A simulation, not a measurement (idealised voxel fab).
Process module heading - voxel gate over fins
The cross-section on display is named cut; it measures 195 nm wide, and its cells are 5 nm squares.
Reading order for cross-sections: top band down to bottom band. Underlying form: a grid of square cells. Band size: one or more rows of cells. What a band's entry tells you: where the top is and where the bottom is, as heights in nm, and after that what lies inside, material by material from left to right, each with its width in nm. Empty space is written as the word "air", and a single material marked with the word "throughout" occupies the band from edge to edge. Heads up on the height convention: 0 is the point under which the incoming wafer is all one material, and the lowest band has no bottom, it just keeps going down, like "0 -> down". Width: "30->40" (first number = top row, second number = bottom row, same change from row to row of cells). Basically "remained unchanged" means that step didn't change any cell in the cross-section. For the entry "Enclosed voids", the listed items are empty spaces with no open way to the top whose size is 8 cells or more; each item follows the pattern width x height at distance, where distance is from the left edge and all three are in nm. Step line, after settings: the simulator's comment on this step. If you see "overlay nm" on a step's line and that step has a mask, it's telling you how far right of where it was planned the mask ended up; a negative number means it went left instead.
# Set out below are the planned steps of the process
| 1 | RECEIVE with material Si |
| 2 | CONFORMAL_DEP with material SiN, thk nm 5 |
| 3 | DIRECTIONAL_DEP with material aC, thk nm 15 |
| 4 | PATTERN with tone cover, mask id FINS, material resist, width nm 15, pitch nm 60, thk nm 30, overlay nm 0 |
| 5 | DIRECTIONAL_ETCH with etch materials aC, depth nm 15 |
| 6 | STRIP with etch materials resist |
| 7 | DIRECTIONAL_ETCH with etch materials SiN, depth nm 5 |
| 8 | DIRECTIONAL_ETCH with etch materials Si, depth nm 30 |
| 9 | STRIP with etch materials aC |
| 10 | FILL_DEP with material SiO2, thk nm 10 |
| 11 | CMP with height nm 5 |
| 12 | MASKED_ETCH with tone open, mask id RAIL, width nm 15, etch materials SiO2, depth nm 30, overlay nm 0 |
| 13 | CONFORMAL_DEP with material TiN, thk nm 5 |
| 14 | FILL_DEP with material W, thk nm 5 |
| 15 | CMP with height nm 5 |
| 16 | SELECTIVE_ETCH with etch materials W Ru TiN, depth nm 20 |
| 17 | FILL_DEP with material SiO2, thk nm 5 |
| 18 | CMP with height nm 5 |
| 19 | SELECTIVE_ETCH with etch materials SiO2, depth nm 15 |
| 20 | STRIP with etch materials SiN |
| 21 | CONFORMAL_DEP with material HfO2, thk nm 5 |
| 22 | CONFORMAL_DEP with material TiN, thk nm 5 |
| 23 | CONFORMAL_DEP with material TiAl, thk nm 5 |
| 24 | CONFORMAL_DEP with material TiN, thk nm 5 |
| 25 | FILL_DEP with material W, thk nm 15 |
| 26 | CMP with height nm 30 |
| 27 | CONFORMAL_DEP with material SiCN, thk nm 10 |
# Shown in cross-section is the wafer as received, that is, as it stands after step 1
* 0 -> down | Si throughout
* Enclosed voids: none
# Cross-section, first of two wafers, end of module, run as planned
* 40 -> 30 | SiCN throughout
* 30 -> 20 | W throughout
* 20 -> 15 | W: 10, then TiN: 55, then W: 5, then TiN: 55, then W: 5, then TiN: 55, then W: 10
* 15 -> 10 | W: 10, then TiN: 5, then TiAl: 45, then TiN: 5, then W: 5, then TiN: 5, then TiAl: 45, then TiN: 5, then W: 5, then TiN: 5, then TiAl: 45, then TiN: 5, then W: 10
* 10 -> 5 | TiN: 15, then TiAl: 5, then TiN: 35, then TiAl: 5, then TiN: 15, then TiAl: 5, then TiN: 35, then TiAl: 5, then TiN: 15, then TiAl: 5, then TiN: 35, then TiAl: 5, then TiN: 15
* 5 -> 0 | TiAl: 20, then TiN: 5, then HfO2: 25, then TiN: 5, then TiAl: 25, then TiN: 5, then HfO2: 25, then TiN: 5, then TiAl: 25, then TiN: 5, then HfO2: 25, then TiN: 5, then TiAl: 20
* 0 -> -5 | TiN: 25, then HfO2: 5, then Si: 15, then HfO2: 5, then TiN: 35, then HfO2: 5, then Si: 15, then HfO2: 5, then TiN: 35, then HfO2: 5, then Si: 15, then HfO2: 5, then TiN: 25
* -5 -> -10 | HfO2: 30, then Si: 15, then HfO2: 45, then Si: 15, then HfO2: 45, then Si: 15, then HfO2: 30
* -10 -> -15 | SiO2: 30, then Si: 15, then SiO2: 45, then Si: 15, then SiO2: 45, then Si: 15, then SiO2: 30
* -15 -> -20 | SiO2: 30, then Si: 15, then SiO2: 15, then TiN: 5, then W: 5, then TiN: 5, then SiO2: 15, then Si: 15, then SiO2: 45, then Si: 15, then SiO2: 30
* -20 -> -25 | SiO2: 30, then Si: 15, then SiO2: 15, then TiN: 15, then SiO2: 15, then Si: 15, then SiO2: 45, then Si: 15, then SiO2: 30
* -25 -> -30 | SiO2: 30, then Si: 15, then SiO2: 45, then Si: 15, then SiO2: 45, then Si: 15, then SiO2: 30
* -30 -> down | Si throughout
* Enclosed voids: none
# Module end: cross-section of wafer two of two. Same start and process plan as the first wafer. One mistake during execution
* 40 -> 30 | SiCN throughout
* 30 -> 20 | W throughout
* 20 -> 15 | W: 10, then TiN: 55, then W: 5, then TiN: 55, then W: 5, then TiN: 55, then W: 10
* 15 -> 10 | W: 10, then TiN: 5, then TiAl: 45, then TiN: 5, then W: 5, then TiN: 5, then TiAl: 45, then TiN: 5, then W: 5, then TiN: 5, then TiAl: 45, then TiN: 5, then W: 10
* 10 -> 5 | TiN: 15, then TiAl: 5, then TiN: 35, then TiAl: 5, then TiN: 15, then TiAl: 5, then TiN: 35, then TiAl: 5, then TiN: 15, then TiAl: 5, then TiN: 35, then TiAl: 5, then TiN: 15
* 5 -> 0 | TiAl: 20, then TiN: 5, then HfO2: 25, then TiN: 5, then TiAl: 25, then TiN: 5, then HfO2: 25, then TiN: 5, then TiAl: 25, then TiN: 5, then HfO2: 25, then TiN: 5, then TiAl: 20
* 0 -> -5 | TiN: 25, then HfO2: 5, then Si: 15, then HfO2: 5, then TiN: 35, then HfO2: 5, then Si: 15, then HfO2: 5, then TiN: 35, then HfO2: 5, then Si: 15, then HfO2: 5, then TiN: 25
* -5 -> -10 | HfO2: 30, then Si: 15, then HfO2: 45, then Si: 15, then HfO2: 45, then Si: 15, then HfO2: 30
* -10 -> -15 | SiO2: 30, then Si: 15, then SiO2: 45, then Si: 15, then SiO2: 45, then Si: 15, then SiO2: 30
* -15 -> -20 | W: 25, then TiN: 5, then Si: 15, then TiN: 5, then W: 5, then TiN: 5, then SiO2: 15, then TiN: 5, then W: 5, then TiN: 5, then Si: 15, then TiN: 5, then W: 35, then TiN: 5, then Si: 15, then TiN: 5, then W: 25
* -20 -> -25 | TiN: 30, then Si: 15, then TiN: 15, then SiO2: 15, then TiN: 15, then Si: 15, then TiN: 45, then Si: 15, then TiN: 30
* -25 -> -30 | SiO2: 30, then Si: 15, then SiO2: 45, then Si: 15, then SiO2: 45, then Si: 15, then SiO2: 30
* -30 -> down | Si throughout
* Enclosed voids: none
Deviation noted in wafer processing: step 12 off recipe, ran as MASKED_ETCH with tone cover, mask id RAIL, width nm 15, etch materials SiO2, depth nm 30, overlay nm 0
Final wafer comparison in cells, second versus first, more or fewer per material: SiO2: 48 fewer; TiN: 30 more; W: 18 more
